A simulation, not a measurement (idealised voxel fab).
Herein follows the process module entitled voxel trench capacitor.
Cross-section cut spans 245 nm and uses square cells 5 nm in size.
Each cross-section below is a grid of square cells, stated as bands in top-down order, with one or more rows of cells making up each band. The band entry comprises the height of the band's top followed by the height of its bottom, expressed in nm, and subsequently the band's materials from left to right, each stated together with its width in nm. Where a single material is marked with the word "everywhere", that material fills the band from edge to edge. The word "empty" represents empty space. We count height from 0. Below that, the starting wafer is all one material. The lowest band never ends at the bottom but goes on down; see "0..down" for how that is written. Width "30 to 40": first value at the band's top row of cells, second value at its bottom row, equal change from row to row. Key: "all unchanged" - step with no changed cell in the cross-section. For the entry "Closed-off voids", the listed items are empty spaces with no open way to the top whose size is 8 cells or more; each item follows the pattern width x height at distance, where distance is from the left edge and all three are in nm. Text after the settings on a step's line: the simulator's own remark on that step. You can add "overlay nm" to a step's line. For a step with a mask, it describes how far the mask lay to the right of its planned position, and a negative number describes a lay to the left.

-- The process steps that were planned are listed below
step 1: RECEIVE (material Si)
step 2: CONFORMAL_DEP (material SiN; thk nm 5)
step 3: PATTERN (tone open; mask id TRENCH; material resist; width nm 25; pitch nm 40; thk nm 20; overlay nm 0)
step 4: DIRECTIONAL_ETCH (etch materials SiN; depth nm 5)
step 5: DIRECTIONAL_ETCH (etch materials Si; depth nm 30)
step 6: STRIP (etch materials resist)
step 7: CONFORMAL_DEP (material Al2O3; thk nm 5)
step 8: CONFORMAL_DEP (material TiN; thk nm 5)
step 9: FILL_DEP (material W; thk nm 10)
step 10: CMP (height nm 5)
Where the wafers of this document differ is in the depth nm of step 5; they start out the same, and the plan states the value that applied to the first wafer.

-- So this is the first of several wafers, cross-sectioned as it came to us, meaning it's at the end of step 1
> 0..down = Si everywhere
> Closed-off voids: none

-- The figure below presents a cross-section of the first of several wafers at the conclusion of the module, following its last step, step 10
> 5..0 = 70 nm SiN  5 nm Al2O3  5 nm TiN  5 nm W  5 nm TiN  5 nm Al2O3  15 nm SiN  5 nm Al2O3  5 nm TiN  5 nm W  5 nm TiN  5 nm Al2O3  15 nm SiN  5 nm Al2O3  5 nm TiN  5 nm W  5 nm TiN  5 nm Al2O3  70 nm SiN
> 0..-20 = 70 nm Si  5 nm Al2O3  5 nm TiN  5 nm W  5 nm TiN  5 nm Al2O3  15 nm Si  5 nm Al2O3  5 nm TiN  5 nm W  5 nm TiN  5 nm Al2O3  15 nm Si  5 nm Al2O3  5 nm TiN  5 nm W  5 nm TiN  5 nm Al2O3  70 nm Si
> -20..-25 = 70 nm Si  5 nm Al2O3  15 nm TiN  5 nm Al2O3  15 nm Si  5 nm Al2O3  15 nm TiN  5 nm Al2O3  15 nm Si  5 nm Al2O3  15 nm TiN  5 nm Al2O3  70 nm Si
> -25..-30 = 70 nm Si  25 nm Al2O3  15 nm Si  25 nm Al2O3  15 nm Si  25 nm Al2O3  70 nm Si
> -30..down = Si everywhere
> Closed-off voids: none

-- Cross-section of the last wafer at end of module
> 5..0 = 70 nm SiN  5 nm Al2O3  5 nm TiN  5 nm W  5 nm TiN  5 nm Al2O3  15 nm SiN  5 nm Al2O3  5 nm TiN  5 nm W  5 nm TiN  5 nm Al2O3  15 nm SiN  5 nm Al2O3  5 nm TiN  5 nm W  5 nm TiN  5 nm Al2O3  70 nm SiN
> 0..-45 = 70 nm Si  5 nm Al2O3  5 nm TiN  5 nm W  5 nm TiN  5 nm Al2O3  15 nm Si  5 nm Al2O3  5 nm TiN  5 nm W  5 nm TiN  5 nm Al2O3  15 nm Si  5 nm Al2O3  5 nm TiN  5 nm W  5 nm TiN  5 nm Al2O3  70 nm Si
> -45..-50 = 70 nm Si  5 nm Al2O3  15 nm TiN  5 nm Al2O3  15 nm Si  5 nm Al2O3  15 nm TiN  5 nm Al2O3  15 nm Si  5 nm Al2O3  15 nm TiN  5 nm Al2O3  70 nm Si
> -50..-55 = 70 nm Si  25 nm Al2O3  15 nm Si  25 nm Al2O3  15 nm Si  25 nm Al2O3  70 nm Si
> -55..down = Si everywhere
> Closed-off voids: none

-- Here is how to read the rows: every wafer has a row, and it shows the wafer at the end of the module, giving for each material how many cells were gained (+) or lost (-) since the wafer was received, then listing its closed voids
depth nm 30, +51 Al2O3, -90 Si, +34 SiN, +39 TiN, +15 W, Closed-off voids: none
depth nm 35, +57 Al2O3, -105 Si, +34 SiN, +45 TiN, +18 W, Closed-off voids: none
depth nm 40, +63 Al2O3, -120 Si, +34 SiN, +51 TiN, +21 W, Closed-off voids: none
depth nm 45, +69 Al2O3, -135 Si, +34 SiN, +57 TiN, +24 W, Closed-off voids: none
depth nm 50, +75 Al2O3, -150 Si, +34 SiN, +63 TiN, +27 W, Closed-off voids: none
depth nm 55, +81 Al2O3, -165 Si, +34 SiN, +69 TiN, +30 W, Closed-off voids: none
